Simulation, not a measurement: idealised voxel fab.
Process module under the name voxel wiring stack
Xsec cut, 255 nm wide, square cell size 5 nm.
This document writes a cross-section as a grid whose cells are square, and gives it as bands, listed from the top down; one or more rows of cells form a band. It is stipulated that each band's entry specify, in nanometres, the height of the top of the band and then that of its bottom, followed by the materials of the band in left-to-right sequence, each together with its width in nanometres. A single material marked by the word "throughout" is understood to fill the band from edge to edge; the word "blank" is understood to denote empty space. Measure heights from 0. That's the level where, below it, the as-received wafer is all one material. The lowest band is bottomless and extends downward; write it as in "0 nm and below". Quick explanation for "30..40": the width changes in equal steps down the rows of cells, from the first number in the band's top row to the second number in its bottom row. The cross-section has no changed cell in any step marked "everything unchanged". "Sealed voids" enumerates empty spaces isolated from the top, with no open way to it, that contain at least 8 cells, giving each as width x height at distance from the left edge, all three in nm. Text after the settings on a step's line: the simulator's own remark on that step. overlay nm: where the mask lay relative to plan, measured to the right, on steps with a mask; negatives go left.
Here's what the planned process steps look like:
1,op RECEIVE | material Si
2,op CONFORMAL_DEP | material SiO2 | thk nm 15
3,op CONFORMAL_DEP | material SiCN | thk nm 5
4,op DIRECTIONAL_DEP | material lowk | thk nm 15
5,op DIRECTIONAL_DEP | material aC | thk nm 15
6,op PATTERN | tone open | mask id METAL_1 | material resist | width nm 25 | pitch nm 50 | thk nm 30 | overlay nm 0
7,op DIRECTIONAL_ETCH | etch materials aC | depth nm 15
8,op STRIP | etch materials resist
9,op DIRECTIONAL_ETCH | etch materials lowk | depth nm 15
10,op DIRECTIONAL_ETCH | etch materials SiCN | depth nm 5
11,op STRIP | etch materials aC
12,op CONFORMAL_DEP | material TiN | thk nm 5
13,op FILL_DEP | material Cu | thk nm 5
14,op CMP | height nm 35
15,op CONFORMAL_DEP | material SiCN | thk nm 5
16,op DIRECTIONAL_DEP | material lowk | thk nm 15
17,op DIRECTIONAL_DEP | material aC | thk nm 15
18,op PATTERN | tone open | mask id PLUG_1 | material resist | width nm 15 | pitch nm 50 | thk nm 35 | overlay nm 0
19,op DIRECTIONAL_ETCH | etch materials aC | depth nm 15
20,op STRIP | etch materials resist
21,op DIRECTIONAL_ETCH | etch materials lowk | depth nm 15
22,op DIRECTIONAL_ETCH | etch materials SiCN | depth nm 5
23,op STRIP | etch materials aC
24,op EPI | material Ru | thk nm 10
25,op EPI | material Ru | thk nm 10
26,op CONFORMAL_DEP | material SiN | thk nm 5
27,op DIRECTIONAL_DEP | material lowk | thk nm 15
28,op MASKED_ETCH | tone open | mask id METAL_2 | width nm 25 | pitch nm 50 | etch materials lowk | depth nm 15 | overlay nm 0
29,op MASKED_ETCH | tone open | mask id METAL_2 | width nm 25 | pitch nm 50 | etch materials SiN | depth nm 5 | overlay nm 0
30,op CONFORMAL_DEP | material TiN | thk nm 5
31,op FILL_DEP | material W | thk nm 5
32,op CMP | height nm 75
33,op CONFORMAL_DEP | material SiCN | thk nm 5
34,op DIRECTIONAL_DEP | material SiO2 | thk nm 15
35,op PATTERN | tone open | mask id PLUG_2 | material resist | width nm 15 | pitch nm 50 | thk nm 15 | overlay nm 0
36,op DIRECTIONAL_ETCH | etch materials SiO2 | depth nm 15
37,op DIRECTIONAL_ETCH | etch materials SiCN | depth nm 5
38,op STRIP | etch materials resist
39,op EPI | material Ru | thk nm 10
40,op EPI | material Ru | thk nm 10
41,op DIRECTIONAL_DEP | material TiN | thk nm 5
42,op DIRECTIONAL_DEP | material W | thk nm 15
43,op DIRECTIONAL_DEP | material aC | thk nm 10
44,op PATTERN | tone cover | mask id METAL_3 | material resist | width nm 25 | pitch nm 50 | thk nm 25 | overlay nm 0
45,op DIRECTIONAL_ETCH | etch materials aC | depth nm 10
46,op STRIP | etch materials resist
47,op DIRECTIONAL_ETCH | etch materials W | depth nm 15
48,op DIRECTIONAL_ETCH | etch materials TiN | depth nm 5
49,op STRIP | etch materials aC
50,op CONFORMAL_DEP | material SiCN | thk nm 5
51,op FILL_DEP | material SiO2 | thk nm 10
52,op CMP | height nm 115
53,op CONFORMAL_DEP | material SiCN | thk nm 5
The first wafer of two, processed as planned:
Here's what the wafer looked like in cross-section when it arrived - that's after step 1:
  0 nm and below | Si throughout
  Sealed voids: none
Sectional view: wafer, after step 2:
  15 nm to 0 nm | SiO2 throughout
  Whatever lies below 0 is exactly as it was before.
Sectional view: wafer, after step 3:
  20 nm to 15 nm | SiCN throughout
  Whatever lies below 15 is exactly as it was before.
Sectional view: wafer, after step 4:
  35 nm to 20 nm | lowk throughout
  Whatever lies below 20 is exactly as it was before.
Sectional view: wafer, after step 5:
  50 nm to 35 nm | aC throughout
  Whatever lies below 35 is exactly as it was before.
Sectional view: wafer, after step 6:
  80 nm to 50 nm | 90 of resist; 25 of blank; 25 of resist; 25 of blank; 90 of resist
  Whatever lies below 50 is exactly as it was before.
Sectional view: wafer, after step 7:
  65 nm to 50 nm | 90 of resist; 25 of blank; 25 of resist; 25 of blank; 90 of resist
  50 nm to 35 nm | 90 of aC; 25 of blank; 25 of aC; 25 of blank; 90 of aC
  Whatever lies below 35 is exactly as it was before.
Sectional view: wafer, after step 8:
  50 nm to 35 nm | 90 of aC; 25 of blank; 25 of aC; 25 of blank; 90 of aC
  Whatever lies below 35 is exactly as it was before.
Sectional view: wafer, after step 9:
  50 nm to 35 nm | 90 of aC; 25 of blank; 25 of aC; 25 of blank; 90 of aC
  35 nm to 20 nm | 90 of lowk; 25 of blank; 25 of lowk; 25 of blank; 90 of lowk
  Whatever lies below 20 is exactly as it was before.
Sectional view: wafer, after step 10:
  50 nm to 35 nm | 90 of aC; 25 of blank; 25 of aC; 25 of blank; 90 of aC
  35 nm to 20 nm | 90 of lowk; 25 of blank; 25 of lowk; 25 of blank; 90 of lowk
  20 nm to 15 nm | 90 of SiCN; 25 of blank; 25 of SiCN; 25 of blank; 90 of SiCN
  Whatever lies below 15 is exactly as it was before.
Sectional view: wafer, after step 11:
  35 nm to 20 nm | 90 of lowk; 25 of blank; 25 of lowk; 25 of blank; 90 of lowk
  Whatever lies below 20 is exactly as it was before.
Sectional view: wafer, after step 12:
  40 nm to 35 nm | 95 of TiN; 15 of blank; 35 of TiN; 15 of blank; 95 of TiN
  35 nm to 20 nm | 90 of lowk; 5 of TiN; 15 of blank; 5 of TiN; 25 of lowk; 5 of TiN; 15 of blank; 5 of TiN; 90 of lowk
  20 nm to 15 nm | 90 of SiCN; 25 of TiN; 25 of SiCN; 25 of TiN; 90 of SiCN
  Whatever lies below 15 is exactly as it was before.
Sectional view: wafer, after step 13:
  45 nm to 40 nm | Cu throughout
  40 nm to 35 nm | 95 of TiN; 15 of Cu; 35 of TiN; 15 of Cu; 95 of TiN
  35 nm to 20 nm | 90 of lowk; 5 of TiN; 15 of Cu; 5 of TiN; 25 of lowk; 5 of TiN; 15 of Cu; 5 of TiN; 90 of lowk
  Whatever lies below 20 is exactly as it was before.
Sectional view: wafer, after step 14:
  35 nm to 20 nm | 90 of lowk; 5 of TiN; 15 of Cu; 5 of TiN; 25 of lowk; 5 of TiN; 15 of Cu; 5 of TiN; 90 of lowk
  Whatever lies below 20 is exactly as it was before.
Sectional view: wafer, after step 15:
  40 nm to 35 nm | SiCN throughout
  Whatever lies below 35 is exactly as it was before.
Sectional view: wafer, after step 16:
  55 nm to 40 nm | lowk throughout
  Whatever lies below 40 is exactly as it was before.
Sectional view: wafer, after step 17:
  70 nm to 55 nm | aC throughout
  Whatever lies below 55 is exactly as it was before.
Sectional view: wafer, after step 18:
  105 nm to 70 nm | 90 of resist; 15 of blank; 35 of resist; 15 of blank; 100 of resist
  Whatever lies below 70 is exactly as it was before.
Sectional view: wafer, after step 19:
  90 nm to 70 nm | 90 of resist; 15 of blank; 35 of resist; 15 of blank; 100 of resist
  70 nm to 55 nm | 90 of aC; 15 of blank; 35 of aC; 15 of blank; 100 of aC
  Whatever lies below 55 is exactly as it was before.
Sectional view: wafer, after step 20:
  70 nm to 55 nm | 90 of aC; 15 of blank; 35 of aC; 15 of blank; 100 of aC
  Whatever lies below 55 is exactly as it was before.
Sectional view: wafer, after step 21:
  70 nm to 55 nm | 90 of aC; 15 of blank; 35 of aC; 15 of blank; 100 of aC
  55 nm to 40 nm | 90 of lowk; 15 of blank; 35 of lowk; 15 of blank; 100 of lowk
  Whatever lies below 40 is exactly as it was before.
Sectional view: wafer, after step 22:
  70 nm to 55 nm | 90 of aC; 15 of blank; 35 of aC; 15 of blank; 100 of aC
  55 nm to 40 nm | 90 of lowk; 15 of blank; 35 of lowk; 15 of blank; 100 of lowk
  40 nm to 35 nm | 90 of SiCN; 15 of blank; 35 of SiCN; 15 of blank; 100 of SiCN
  Whatever lies below 35 is exactly as it was before.
Sectional view: wafer, after step 23:
  55 nm to 40 nm | 90 of lowk; 15 of blank; 35 of lowk; 15 of blank; 100 of lowk
  Whatever lies below 40 is exactly as it was before.
Sectional view: wafer, after step 24:
  55 nm to 45 nm | 90 of lowk; 15 of blank; 35 of lowk; 15 of blank; 100 of lowk
  45 nm to 40 nm | 90 of lowk; 15 of Ru; 35 of lowk; 15 of Ru; 100 of lowk
  40 nm to 35 nm | 90 of SiCN; 15 of Ru; 35 of SiCN; 15 of Ru; 100 of SiCN
  Whatever lies below 35 is exactly as it was before.
Sectional view: wafer, after step 25:
  55 nm to 40 nm | 90 of lowk; 15 of Ru; 35 of lowk; 15 of Ru; 100 of lowk
  Whatever lies below 40 is exactly as it was before.
Sectional view: wafer, after step 26:
  60 nm to 55 nm | SiN throughout
  Whatever lies below 55 is exactly as it was before.
Sectional view: wafer, after step 27:
  75 nm to 60 nm | lowk throughout
  Whatever lies below 60 is exactly as it was before.
Sectional view: wafer, after step 28:
  75 nm to 60 nm | 90 of lowk; 25 of blank; 25 of lowk; 25 of blank; 90 of lowk
  Whatever lies below 60 is exactly as it was before.
Sectional view: wafer, after step 29:
  75 nm to 60 nm | 90 of lowk; 25 of blank; 25 of lowk; 25 of blank; 90 of lowk
  60 nm to 55 nm | 90 of SiN; 25 of blank; 25 of SiN; 25 of blank; 90 of SiN
  Whatever lies below 55 is exactly as it was before.
Sectional view: wafer, after step 30:
  80 nm to 75 nm | 95 of TiN; 15 of blank; 35 of TiN; 15 of blank; 95 of TiN
  75 nm to 60 nm | 90 of lowk; 5 of TiN; 15 of blank; 5 of TiN; 25 of lowk; 5 of TiN; 15 of blank; 5 of TiN; 90 of lowk
  60 nm to 55 nm | 90 of SiN; 25 of TiN; 25 of SiN; 25 of TiN; 90 of SiN
  Whatever lies below 55 is exactly as it was before.
Sectional view: wafer, after step 31:
  85 nm to 80 nm | W throughout
  80 nm to 75 nm | 95 of TiN; 15 of W; 35 of TiN; 15 of W; 95 of TiN
  75 nm to 60 nm | 90 of lowk; 5 of TiN; 15 of W; 5 of TiN; 25 of lowk; 5 of TiN; 15 of W; 5 of TiN; 90 of lowk
  Whatever lies below 60 is exactly as it was before.
Sectional view: wafer, after step 32:
  75 nm to 60 nm | 90 of lowk; 5 of TiN; 15 of W; 5 of TiN; 25 of lowk; 5 of TiN; 15 of W; 5 of TiN; 90 of lowk
  Whatever lies below 60 is exactly as it was before.
Sectional view: wafer, after step 33:
  80 nm to 75 nm | SiCN throughout
  Whatever lies below 75 is exactly as it was before.
Sectional view: wafer, after step 34:
  95 nm to 80 nm | SiO2 throughout
  Whatever lies below 80 is exactly as it was before.
Sectional view: wafer, after step 35:
  110 nm to 95 nm | 90 of resist; 15 of blank; 35 of resist; 15 of blank; 100 of resist
  Whatever lies below 95 is exactly as it was before.
Sectional view: wafer, after step 36:
  110 nm to 95 nm | 90 of resist; 15 of blank; 35 of resist; 15 of blank; 100 of resist
  95 nm to 80 nm | 90 of SiO2; 15 of blank; 35 of SiO2; 15 of blank; 100 of SiO2
  Whatever lies below 80 is exactly as it was before.
Sectional view: wafer, after step 37:
  110 nm to 95 nm | 90 of resist; 15 of blank; 35 of resist; 15 of blank; 100 of resist
  95 nm to 80 nm | 90 of SiO2; 15 of blank; 35 of SiO2; 15 of blank; 100 of SiO2
  80 nm to 75 nm | 90 of SiCN; 15 of blank; 35 of SiCN; 15 of blank; 100 of SiCN
  Whatever lies below 75 is exactly as it was before.
Sectional view: wafer, after step 38:
  95 nm to 80 nm | 90 of SiO2; 15 of blank; 35 of SiO2; 15 of blank; 100 of SiO2
  Whatever lies below 80 is exactly as it was before.
Sectional view: wafer, after step 39:
  95 nm to 85 nm | 90 of SiO2; 15 of blank; 35 of SiO2; 15 of blank; 100 of SiO2
  85 nm to 80 nm | 90 of SiO2; 15 of Ru; 35 of SiO2; 15 of Ru; 100 of SiO2
  80 nm to 75 nm | 90 of SiCN; 15 of Ru; 35 of SiCN; 15 of Ru; 100 of SiCN
  Whatever lies below 75 is exactly as it was before.
Sectional view: wafer, after step 40:
  95 nm to 80 nm | 90 of SiO2; 15 of Ru; 35 of SiO2; 15 of Ru; 100 of SiO2
  Whatever lies below 80 is exactly as it was before.
Sectional view: wafer, after step 41:
  100 nm to 95 nm | TiN throughout
  Whatever lies below 95 is exactly as it was before.
Sectional view: wafer, after step 42:
  115 nm to 100 nm | W throughout
  Whatever lies below 100 is exactly as it was before.
Sectional view: wafer, after step 43:
  125 nm to 115 nm | aC throughout
  Whatever lies below 115 is exactly as it was before.
Sectional view: wafer, after step 44:
  150 nm to 125 nm | 90 of blank; 25 of resist; 25 of blank; 25 of resist; 90 of blank
  Whatever lies below 125 is exactly as it was before.
Sectional view: wafer, after step 45:
  140 nm to 125 nm | 90 of blank; 25 of resist; 25 of blank; 25 of resist; 90 of blank
  125 nm to 115 nm | 90 of blank; 25 of aC; 25 of blank; 25 of aC; 90 of blank
  Whatever lies below 115 is exactly as it was before.
Sectional view: wafer, after step 46:
  125 nm to 115 nm | 90 of blank; 25 of aC; 25 of blank; 25 of aC; 90 of blank
  Whatever lies below 115 is exactly as it was before.
Sectional view: wafer, after step 47:
  125 nm to 115 nm | 90 of blank; 25 of aC; 25 of blank; 25 of aC; 90 of blank
  115 nm to 100 nm | 90 of blank; 25 of W; 25 of blank; 25 of W; 90 of blank
  Whatever lies below 100 is exactly as it was before.
Sectional view: wafer, after step 48:
  125 nm to 115 nm | 90 of blank; 25 of aC; 25 of blank; 25 of aC; 90 of blank
  115 nm to 100 nm | 90 of blank; 25 of W; 25 of blank; 25 of W; 90 of blank
  100 nm to 95 nm | 90 of blank; 25 of TiN; 25 of blank; 25 of TiN; 90 of blank
  Whatever lies below 95 is exactly as it was before.
Sectional view: wafer, after step 49:
  115 nm to 100 nm | 90 of blank; 25 of W; 25 of blank; 25 of W; 90 of blank
  Whatever lies below 100 is exactly as it was before.
Sectional view: wafer, after step 50:
  120 nm to 115 nm | 85 of blank; 35 of SiCN; 15 of blank; 35 of SiCN; 85 of blank
  115 nm to 100 nm | 85 of blank; 5 of SiCN; 25 of W; 5 of SiCN; 15 of blank; 5 of SiCN; 25 of W; 5 of SiCN; 85 of blank
  100 nm to 95 nm | 90 of SiCN; 25 of TiN; 25 of SiCN; 25 of TiN; 90 of SiCN
  Whatever lies below 95 is exactly as it was before.
Sectional view: wafer, after step 51:
  130 nm to 120 nm | SiO2 throughout
  120 nm to 115 nm | 85 of SiO2; 35 of SiCN; 15 of SiO2; 35 of SiCN; 85 of SiO2
  115 nm to 100 nm | 85 of SiO2; 5 of SiCN; 25 of W; 5 of SiCN; 15 of SiO2; 5 of SiCN; 25 of W; 5 of SiCN; 85 of SiO2
  Whatever lies below 100 is exactly as it was before.
Sectional view: wafer, after step 52:
  115 nm to 100 nm | 85 of SiO2; 5 of SiCN; 25 of W; 5 of SiCN; 15 of SiO2; 5 of SiCN; 25 of W; 5 of SiCN; 85 of SiO2
  Whatever lies below 100 is exactly as it was before.
Sectional view: wafer, after step 53:
  120 nm to 115 nm | SiCN throughout
  Whatever lies below 115 is exactly as it was before.
Wafer two of two - same starting point, same process plan, one mistake in execution; matches wafer one up to and including step 14:
when step 15 should have ended:
  50 nm to 35 nm | lowk throughout
  Whatever lies below 35 is exactly as it was before.
when step 16 should have ended:
  55 nm to 50 nm | SiCN throughout
  Whatever lies below 50 is exactly as it was before.
when step 17 should have ended:
  70 nm to 55 nm | aC throughout
  Whatever lies below 55 is exactly as it was before.
when step 18 should have ended:
  105 nm to 70 nm | 90 of resist; 15 of blank; 35 of resist; 15 of blank; 100 of resist
  Whatever lies below 70 is exactly as it was before.
when step 19 should have ended:
  90 nm to 70 nm | 90 of resist; 15 of blank; 35 of resist; 15 of blank; 100 of resist
  70 nm to 55 nm | 90 of aC; 15 of blank; 35 of aC; 15 of blank; 100 of aC
  Whatever lies below 55 is exactly as it was before.
when step 20 should have ended:
  70 nm to 55 nm | 90 of aC; 15 of blank; 35 of aC; 15 of blank; 100 of aC
  Whatever lies below 55 is exactly as it was before.
when step 21 should have ended: everything unchanged
when step 22 should have ended:
  70 nm to 55 nm | 90 of aC; 15 of blank; 35 of aC; 15 of blank; 100 of aC
  55 nm to 50 nm | 90 of SiCN; 15 of blank; 35 of SiCN; 15 of blank; 100 of SiCN
  Whatever lies below 50 is exactly as it was before.
when step 23 should have ended:
  55 nm to 50 nm | 90 of SiCN; 15 of blank; 35 of SiCN; 15 of blank; 100 of SiCN
  Whatever lies below 50 is exactly as it was before.
when step 24 should have ended: everything unchanged
when step 25 should have ended: everything unchanged
when step 26 should have ended:
  60 nm to 55 nm | 95 of SiN; 5 of blank; 45 of SiN; 5 of blank; 105 of SiN
  55 nm to 50 nm | 90 of SiCN; 15 of SiN; 35 of SiCN; 15 of SiN; 100 of SiCN
  Whatever lies below 50 is exactly as it was before.
when step 27 should have ended:
  75 nm to 70 nm | 95 of lowk; 5 of blank; 45 of lowk; 5 of blank; 105 of lowk
  70 nm to 60 nm | lowk throughout
  60 nm to 55 nm | 95 of SiN; 5 of lowk; 45 of SiN; 5 of lowk; 105 of SiN
  Whatever lies below 55 is exactly as it was before.
when step 28 should have ended:
  75 nm to 60 nm | 90 of lowk; 25 of blank; 25 of lowk; 25 of blank; 90 of lowk
  60 nm to 55 nm | 95 of SiN; 5 of blank; 45 of SiN; 5 of blank; 105 of SiN
  Whatever lies below 55 is exactly as it was before.
when step 29 should have ended:
  75 nm to 60 nm | 90 of lowk; 25 of blank; 25 of lowk; 25 of blank; 90 of lowk
  60 nm to 55 nm | 90 of SiN; 25 of blank; 25 of SiN; 25 of blank; 90 of SiN
  55 nm to 50 nm | 90 of SiCN; 5 of SiN; 5 of blank; 5 of SiN; 35 of SiCN; 5 of SiN; 5 of blank; 5 of SiN; 100 of SiCN
  Whatever lies below 50 is exactly as it was before.
when step 30 should have ended:
  80 nm to 75 nm | 95 of TiN; 15 of blank; 35 of TiN; 15 of blank; 95 of TiN
  75 nm to 60 nm | 90 of lowk; 5 of TiN; 15 of blank; 5 of TiN; 25 of lowk; 5 of TiN; 15 of blank; 5 of TiN; 90 of lowk
  60 nm to 55 nm | 90 of SiN; 25 of TiN; 25 of SiN; 25 of TiN; 90 of SiN
  55 nm to 50 nm | 90 of SiCN; 5 of SiN; 5 of TiN; 5 of SiN; 35 of SiCN; 5 of SiN; 5 of TiN; 5 of SiN; 100 of SiCN
  Whatever lies below 50 is exactly as it was before.
when step 31 should have ended:
  85 nm to 80 nm | W throughout
  80 nm to 75 nm | 95 of TiN; 15 of W; 35 of TiN; 15 of W; 95 of TiN
  75 nm to 60 nm | 90 of lowk; 5 of TiN; 15 of W; 5 of TiN; 25 of lowk; 5 of TiN; 15 of W; 5 of TiN; 90 of lowk
  Whatever lies below 60 is exactly as it was before.
when step 32 should have ended:
  75 nm to 60 nm | 90 of lowk; 5 of TiN; 15 of W; 5 of TiN; 25 of lowk; 5 of TiN; 15 of W; 5 of TiN; 90 of lowk
  Whatever lies below 60 is exactly as it was before.
when step 33 should have ended:
  80 nm to 75 nm | SiCN throughout
  Whatever lies below 75 is exactly as it was before.
when step 34 should have ended:
  95 nm to 80 nm | SiO2 throughout
  Whatever lies below 80 is exactly as it was before.
when step 35 should have ended:
  110 nm to 95 nm | 90 of resist; 15 of blank; 35 of resist; 15 of blank; 100 of resist
  Whatever lies below 95 is exactly as it was before.
when step 36 should have ended:
  110 nm to 95 nm | 90 of resist; 15 of blank; 35 of resist; 15 of blank; 100 of resist
  95 nm to 80 nm | 90 of SiO2; 15 of blank; 35 of SiO2; 15 of blank; 100 of SiO2
  Whatever lies below 80 is exactly as it was before.
when step 37 should have ended:
  110 nm to 95 nm | 90 of resist; 15 of blank; 35 of resist; 15 of blank; 100 of resist
  95 nm to 80 nm | 90 of SiO2; 15 of blank; 35 of SiO2; 15 of blank; 100 of SiO2
  80 nm to 75 nm | 90 of SiCN; 15 of blank; 35 of SiCN; 15 of blank; 100 of SiCN
  Whatever lies below 75 is exactly as it was before.
when step 38 should have ended:
  95 nm to 80 nm | 90 of SiO2; 15 of blank; 35 of SiO2; 15 of blank; 100 of SiO2
  Whatever lies below 80 is exactly as it was before.
when step 39 should have ended:
  95 nm to 85 nm | 90 of SiO2; 15 of blank; 35 of SiO2; 15 of blank; 100 of SiO2
  85 nm to 80 nm | 90 of SiO2; 15 of Ru; 35 of SiO2; 15 of Ru; 100 of SiO2
  80 nm to 75 nm | 90 of SiCN; 15 of Ru; 35 of SiCN; 15 of Ru; 100 of SiCN
  Whatever lies below 75 is exactly as it was before.
when step 40 should have ended:
  95 nm to 80 nm | 90 of SiO2; 15 of Ru; 35 of SiO2; 15 of Ru; 100 of SiO2
  Whatever lies below 80 is exactly as it was before.
when step 41 should have ended:
  100 nm to 95 nm | TiN throughout
  Whatever lies below 95 is exactly as it was before.
when step 42 should have ended:
  115 nm to 100 nm | W throughout
  Whatever lies below 100 is exactly as it was before.
when step 43 should have ended:
  125 nm to 115 nm | aC throughout
  Whatever lies below 115 is exactly as it was before.
when step 44 should have ended:
  150 nm to 125 nm | 90 of blank; 25 of resist; 25 of blank; 25 of resist; 90 of blank
  Whatever lies below 125 is exactly as it was before.
when step 45 should have ended:
  140 nm to 125 nm | 90 of blank; 25 of resist; 25 of blank; 25 of resist; 90 of blank
  125 nm to 115 nm | 90 of blank; 25 of aC; 25 of blank; 25 of aC; 90 of blank
  Whatever lies below 115 is exactly as it was before.
when step 46 should have ended:
  125 nm to 115 nm | 90 of blank; 25 of aC; 25 of blank; 25 of aC; 90 of blank
  Whatever lies below 115 is exactly as it was before.
when step 47 should have ended:
  125 nm to 115 nm | 90 of blank; 25 of aC; 25 of blank; 25 of aC; 90 of blank
  115 nm to 100 nm | 90 of blank; 25 of W; 25 of blank; 25 of W; 90 of blank
  Whatever lies below 100 is exactly as it was before.
when step 48 should have ended:
  125 nm to 115 nm | 90 of blank; 25 of aC; 25 of blank; 25 of aC; 90 of blank
  115 nm to 100 nm | 90 of blank; 25 of W; 25 of blank; 25 of W; 90 of blank
  100 nm to 95 nm | 90 of blank; 25 of TiN; 25 of blank; 25 of TiN; 90 of blank
  Whatever lies below 95 is exactly as it was before.
when step 49 should have ended:
  115 nm to 100 nm | 90 of blank; 25 of W; 25 of blank; 25 of W; 90 of blank
  Whatever lies below 100 is exactly as it was before.
when step 50 should have ended:
  120 nm to 115 nm | 85 of blank; 35 of SiCN; 15 of blank; 35 of SiCN; 85 of blank
  115 nm to 100 nm | 85 of blank; 5 of SiCN; 25 of W; 5 of SiCN; 15 of blank; 5 of SiCN; 25 of W; 5 of SiCN; 85 of blank
  100 nm to 95 nm | 90 of SiCN; 25 of TiN; 25 of SiCN; 25 of TiN; 90 of SiCN
  Whatever lies below 95 is exactly as it was before.
when step 51 should have ended:
  130 nm to 120 nm | SiO2 throughout
  120 nm to 115 nm | 85 of SiO2; 35 of SiCN; 15 of SiO2; 35 of SiCN; 85 of SiO2
  115 nm to 100 nm | 85 of SiO2; 5 of SiCN; 25 of W; 5 of SiCN; 15 of SiO2; 5 of SiCN; 25 of W; 5 of SiCN; 85 of SiO2
  Whatever lies below 100 is exactly as it was before.
when step 52 should have ended:
  115 nm to 100 nm | 85 of SiO2; 5 of SiCN; 25 of W; 5 of SiCN; 15 of SiO2; 5 of SiCN; 25 of W; 5 of SiCN; 85 of SiO2
  Whatever lies below 100 is exactly as it was before.
when step 53 should have ended:
  120 nm to 115 nm | SiCN throughout
  Whatever lies below 115 is exactly as it was before.
What broke from the plan during processing? steps 15 and 16 were swapped
Once processing is complete, comparing cell counts shows that the second wafer has more or fewer of certain materials than the first: Ru: 24 fewer; SiN: 4 more; TiN: 2 more; lowk: 18 more
